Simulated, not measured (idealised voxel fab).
process module | voxel plated lines
cross-section cut | 225 nm wide | cells 5 nm
A cross-section is a grid of square cells, given in bands from the top down. A band is one or more rows of cells.
Each band's line starts with the height of the band's top and of its bottom, in nm. Then come its materials from left to right, each with its width in nm. One material with "throughout" fills the band from edge to edge. "air" is empty space.
Height 0 is the level under which the wafer as received is all one material. The lowest band goes on downwards, as in "0 down".
A width such as "30 to 40" changes by the same amount from each row of cells to the next, from the band's top row to its bottom row.
"no change" after a step means that no cell of the cross-section changed.
closed voids: empty space of 8 cells or more with no open way to the top, each as width x height at its distance from the left edge, in nm
after a step's settings: what the simulator itself notes on the step
overlay nm, on a step with a mask: how far to the right of its planned place the mask lay; to the left if negative
plan
1 op RECEIVE | material Si
2 op CONFORMAL_DEP | material SiO2 | thk nm 10
3 op DIRECTIONAL_DEP | material TiN | thk nm 5
4 op PATTERN | tone open | mask id LINES | material resist | width nm 15 | pitch nm 35 | thk nm 20 | overlay nm 0
5 op EPI | material Ru | thk nm 5
6 op STRIP | etch materials resist
7 op DIRECTIONAL_ETCH | etch materials TiN | depth nm 5
8 op CONFORMAL_DEP | material SiO2 | thk nm 10
first wafer, as planned
as received, after step 1
  0 down: Si throughout
  closed voids: none
after step 2
  10 to 0: SiO2 throughout
  below 0: unchanged
after step 3
  15 to 10: TiN throughout
  below 10: unchanged
after step 4
  35 to 15: resist 50 | air 15 | resist 20 | air 15 | resist 20 | air 15 | resist 20 | air 15 | resist 55
  below 15: unchanged
after step 5
  35 to 20: resist 50 | air 15 | resist 20 | air 15 | resist 20 | air 15 | resist 20 | air 15 | resist 55
  20 to 15: resist 50 | Ru 15 | resist 20 | Ru 15 | resist 20 | Ru 15 | resist 20 | Ru 15 | resist 55
  below 15: unchanged
after step 6
  20 to 15: air 50 | Ru 15 | air 20 | Ru 15 | air 20 | Ru 15 | air 20 | Ru 15 | air 55
  below 15: unchanged
after step 7
  20 to 15: air 50 | Ru 15 | air 20 | Ru 15 | air 20 | Ru 15 | air 20 | Ru 15 | air 55
  15 to 10: air 50 | TiN 15 | air 20 | TiN 15 | air 20 | TiN 15 | air 20 | TiN 15 | air 55
  below 10: unchanged
after step 8
  30 to 20: air 40 | SiO2 140 | air 45
  20 to 15: SiO2 50 | Ru 15 | SiO2 20 | Ru 15 | SiO2 20 | Ru 15 | SiO2 20 | Ru 15 | SiO2 55
  15 to 10: SiO2 50 | TiN 15 | SiO2 20 | TiN 15 | SiO2 20 | TiN 15 | SiO2 20 | TiN 15 | SiO2 55
  below 10: unchanged
second wafer: like start, like plan, one mistake. Through step 3 it matches the first wafer
when step 4 should have ended
  35 to 15: air 50 | resist 15 | air 20 | resist 15 | air 20 | resist 15 | air 20 | resist 15 | air 55
  below 15: unchanged
when step 5 should have ended
  35 to 20: air 50 | resist 15 | air 20 | resist 15 | air 20 | resist 15 | air 20 | resist 15 | air 55
  20 to 15: Ru 50 | resist 15 | Ru 20 | resist 15 | Ru 20 | resist 15 | Ru 20 | resist 15 | Ru 55
  below 15: unchanged
when step 6 should have ended
  20 to 15: Ru 50 | air 15 | Ru 20 | air 15 | Ru 20 | air 15 | Ru 20 | air 15 | Ru 55
  below 15: unchanged
when step 7 should have ended
  20 to 15: Ru 50 | air 15 | Ru 20 | air 15 | Ru 20 | air 15 | Ru 20 | air 15 | Ru 55
  15 to 10: TiN 50 | air 15 | TiN 20 | air 15 | TiN 20 | air 15 | TiN 20 | air 15 | TiN 55
  below 10: unchanged
when step 8 should have ended
  30 to 20: SiO2 throughout
  20 to 15: Ru 50 | SiO2 15 | Ru 20 | SiO2 15 | Ru 20 | SiO2 15 | Ru 20 | SiO2 15 | Ru 55
  15 to 10: TiN 50 | SiO2 15 | TiN 20 | SiO2 15 | TiN 20 | SiO2 15 | TiN 20 | SiO2 15 | TiN 55
  below 10: unchanged
what went wrong: step 4 ran as: op PATTERN | tone cover | mask id LINES | material resist | width nm 15 | pitch nm 35 | thk nm 20 | overlay nm 0
at the end the second wafer has, in cells: 21 more of Ru | 8 fewer of SiO2 | 21 more of TiN
